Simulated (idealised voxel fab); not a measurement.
Documented hereafter: the process module known as voxel self aligned contacts.
Section shown: cut. Width: 230 nm. Cell size: 5 nm, square.
Square cells in a grid make up a cross-section in this document, and the grid is given as bands, listed from the top down, each one or more rows of cells. Heights first: top, then bottom, in nm. Then materials, left to right, each with a width in nm. "throughout" on a single material: fills the band edge to edge. "air": empty space. The level at which height equals 0 is the one under which the wafer, as it arrives, is entirely one material. No lower edge exists for the bottom band, which continues downward and is notated as in "0 -> down". Graded width ("30..40"): value in top row of band = first number; value in bottom row = second number; row-to-row change constant. Take "no alterations made" at face value: in the step it is given for, the cross-section changed in none of its cells. Any empty space of 8 cells or more lacking an open way to the top shows up in "Sealed voids" as width x height at distance, distance from the left edge, in nm. It should be noted that, on the line of a given step, the content following the step's settings is a remark produced by the simulator itself with respect to that step. overlay nm: on a step with a mask, how far right of its planned place the mask lay; negative means left.

Steps planned for the process
1: RECEIVE: material Si
2: OXIDIZE: depth nm 5
3: DIRECTIONAL_DEP: material polySi, thk nm 25
4: DIRECTIONAL_DEP: material SiN, thk nm 15
5: MASKED_ETCH: tone cover, mask id GATE, width nm 30, pitch nm 65, etch materials SiN, depth nm 15, overlay nm 0
6: MASKED_ETCH: tone cover, mask id GATE, width nm 30, pitch nm 65, etch materials polySi, depth nm 25, overlay nm 0
7: CONFORMAL_DEP: material SiN, thk nm 5
8: DIRECTIONAL_ETCH: etch materials SiN, depth nm 5
9: FILL_DEP: material SiO2, thk nm 20
10: CMP: height nm 50
11: MASKED_ETCH: tone open, mask id CONTACT, width nm 45, pitch nm 65, etch materials SiO2, depth nm 55, overlay nm 0
12: CONFORMAL_DEP: material TiN, thk nm 5
13: FILL_DEP: material Ru, thk nm 5
14: CMP: height nm 50
15: CONFORMAL_DEP: material SiCN, thk nm 5

Wafer at receipt (post step 1), cross-section
    0 -> down: Si throughout
    Sealed voids: none

First of two wafers at the end of the module, shown in cross-section; run carried out as planned
    55 -> 50: SiCN throughout
    50 -> 40: 60 SiO2, then 5..15 TiN, then 35..15 Ru, then 5..15 TiN, then 20 SiO2, then 5..15 TiN, then 35..15 Ru, then 5..15 TiN, then 60 SiO2
    40 -> 25: 30 SiO2, then 40 SiN, then 5 TiN, then 15 Ru, then 5 TiN, then 40 SiN, then 5 TiN, then 15 Ru, then 5 TiN, then 40 SiN, then 30 SiO2
    25 -> 0: 30 SiO2, then 5 SiN, then 30 polySi, then 5 SiN, then 5 TiN, then 15 Ru, then 5 TiN, then 5 SiN, then 30 polySi, then 5 SiN, then 5 TiN, then 15 Ru, then 5 TiN, then 5 SiN, then 30 polySi, then 5 SiN, then 30 SiO2
    0 -> -5: 70 SiO2, then 25 TiN, then 40 SiO2, then 25 TiN, then 70 SiO2
    -5 -> down: Si throughout
    Sealed voids: none

Cross-sectional view: second of two wafers, end of module; start and plan identical to the first, one mistake in running
    50 -> 45: SiCN throughout
    45 -> 40: 60 SiO2, then 15 TiN, then 15 Ru, then 15 TiN, then 20 SiO2, then 15 TiN, then 15 Ru, then 15 TiN, then 60 SiO2
    40 -> 25: 30 SiO2, then 40 SiN, then 5 TiN, then 15 Ru, then 5 TiN, then 40 SiN, then 5 TiN, then 15 Ru, then 5 TiN, then 40 SiN, then 30 SiO2
    25 -> 0: 30 SiO2, then 5 SiN, then 30 polySi, then 5 SiN, then 5 TiN, then 15 Ru, then 5 TiN, then 5 SiN, then 30 polySi, then 5 SiN, then 5 TiN, then 15 Ru, then 5 TiN, then 5 SiN, then 30 polySi, then 5 SiN, then 30 SiO2
    0 -> -5: 70 SiO2, then 25 TiN, then 40 SiO2, then 25 TiN, then 70 SiO2
    -5 -> down: Si throughout
    Sealed voids: none
What was the processing mistake? step 14, actual vs plan mismatch, actual run CMP: height nm 45
End check, counted in cells, second wafer has more or fewer of these materials than the first: -14 Ru, -28 SiO2, -4 TiN
